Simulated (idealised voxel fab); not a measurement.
Process module in this document: voxel capacitor over wiring
cross-section cut | 235 nm wide | cells 5 nm
A cross-section is written here as square cells arranged in a grid, and it is given in bands from the top down, each band taking up one or more rows of cells. Basically the band line says how high the top is and how high the bottom is, in nm, and then what's in it from left to right, every material with its width in nm. Empty space shows up as "empty", and if a single material carries "edge to edge" it runs the full band edge to edge. Height datum 0, below which the as-received substrate wafer is one material. Lowest band open at the bottom, running downward: "from 0 down". The width entry "30 to 40" should be interpreted row by row: the top row of cells in the band takes the first number, the bottom row takes the second number, and the change between adjacent rows is uniform throughout. "no alterations made", as given for a step, is the statement that not any cell of the cross-section underwent a change during that step. In the "Listed closed voids" entry, you get each enclosed empty space of 8 cells or more, one with no open way to the top, written width x height at distance, distance from the left edge, in nm. If you see something after the settings on a step's line, that's the simulator's own remark about that step. Steps that use a mask can have "overlay nm" on their line. It says how far the mask sat to the right of where it was meant to be. Negative means to the left.
Set out below are the planned steps of the process
1. RECEIVE: material Si
2. CONFORMAL_DEP: material SiO2, thk nm 15
3. DIRECTIONAL_DEP: material TiN, thk nm 5
4. DIRECTIONAL_DEP: material W, thk nm 20
5. DIRECTIONAL_DEP: material aC, thk nm 15
6. PATTERN: tone cover, mask id METAL_1, material resist, width nm 25, pitch nm 85, thk nm 35, overlay nm 0
7. DIRECTIONAL_ETCH: etch materials aC, depth nm 15
8. STRIP: etch materials resist
9. DIRECTIONAL_ETCH: etch materials W, depth nm 20
10. DIRECTIONAL_ETCH: etch materials TiN, depth nm 5
11. STRIP: etch materials aC
12. FILL_DEP: material SiO2, thk nm 10
13. CMP: height nm 40
14. CONFORMAL_DEP: material SiCN, thk nm 5
15. DIRECTIONAL_DEP: material lowk, thk nm 15
16. MASKED_ETCH: tone open, mask id PLUG_1, width nm 15, etch materials lowk, depth nm 15, overlay nm 0
17. MASKED_ETCH: tone open, mask id PLUG_1, width nm 15, etch materials SiCN, depth nm 5, overlay nm 0
18. CONFORMAL_DEP: material TiN, thk nm 5
19. FILL_DEP: material Ru, thk nm 10
20. CMP: height nm 60
21. DIRECTIONAL_DEP: material TiN, thk nm 5
22. DIRECTIONAL_DEP: material SiN, thk nm 5
23. DIRECTIONAL_DEP: material TiN, thk nm 10
24. DIRECTIONAL_DEP: material aC, thk nm 10
25. PATTERN: tone cover, mask id UPPER_PLATE, material resist, width nm 65, thk nm 25, overlay nm 0
26. DIRECTIONAL_ETCH: etch materials aC, depth nm 10
27. STRIP: etch materials resist
28. DIRECTIONAL_ETCH: etch materials TiN, depth nm 10
29. DIRECTIONAL_ETCH: etch materials SiN, depth nm 5
30. STRIP: etch materials aC
31. DIRECTIONAL_DEP: material aC, thk nm 10
32. PATTERN: tone cover, mask id LOWER_PLATE, material resist, width nm 75, thk nm 30, overlay nm 0
33. DIRECTIONAL_ETCH: etch materials aC, depth nm 10
34. STRIP: etch materials resist
35. DIRECTIONAL_ETCH: etch materials TiN, depth nm 5
36. STRIP: etch materials aC
37. FILL_DEP: material SiO2, thk nm 15
38. CMP: height nm 90
39. PATTERN: tone open, mask id PLUG_2, material resist, width nm 15, thk nm 20, overlay nm 0
40. DIRECTIONAL_ETCH: etch materials SiO2, depth nm 10
41. STRIP: etch materials resist
42. CONFORMAL_DEP: material TiN, thk nm 5
43. FILL_DEP: material Cu, thk nm 5
44. CMP: height nm 90
45. CONFORMAL_DEP: material SiN, thk nm 5
Wafer as received: cross-section following step 1
* from 0 down | Si edge to edge
* Listed closed voids: none
The module was run from the start shown above using the plan shown above, but one mistake was made doing it; the resulting wafer cross-section is below
* from 95 to 90 | SiN edge to edge
* from 90 to 85 | SiO2=80 / TiN=5 / Cu=5 / TiN=5 / SiO2=140
* from 85 to 80 | SiO2=80 / TiN=15 / SiO2=140
* from 80 to 70 | SiO2=70 / TiN=65 / SiO2=100
* from 70 to 65 | SiO2=70 / SiN=65 / SiO2=100
* from 65 to 60 | SiO2=65 / TiN=75 / SiO2=95
* from 60 to 45 | lowk=70 / TiN=5 / Ru=5 / TiN=5 / lowk=150
* from 45 to 40 | SiCN=70 / TiN=15 / SiCN=150
* from 40 to 35 | SiO2=60 / W=25 / SiO2=60 / W=25 / SiO2=65
* from 35 to 30 | SiO2=60 / TiN=25 / SiO2=60 / TiN=25 / SiO2=65
* from 30 to 0 | SiO2 edge to edge
* from 0 down | Si edge to edge
* Listed closed voids: none
The plan and the run diverged here: step 2 of the plan was twice carried out
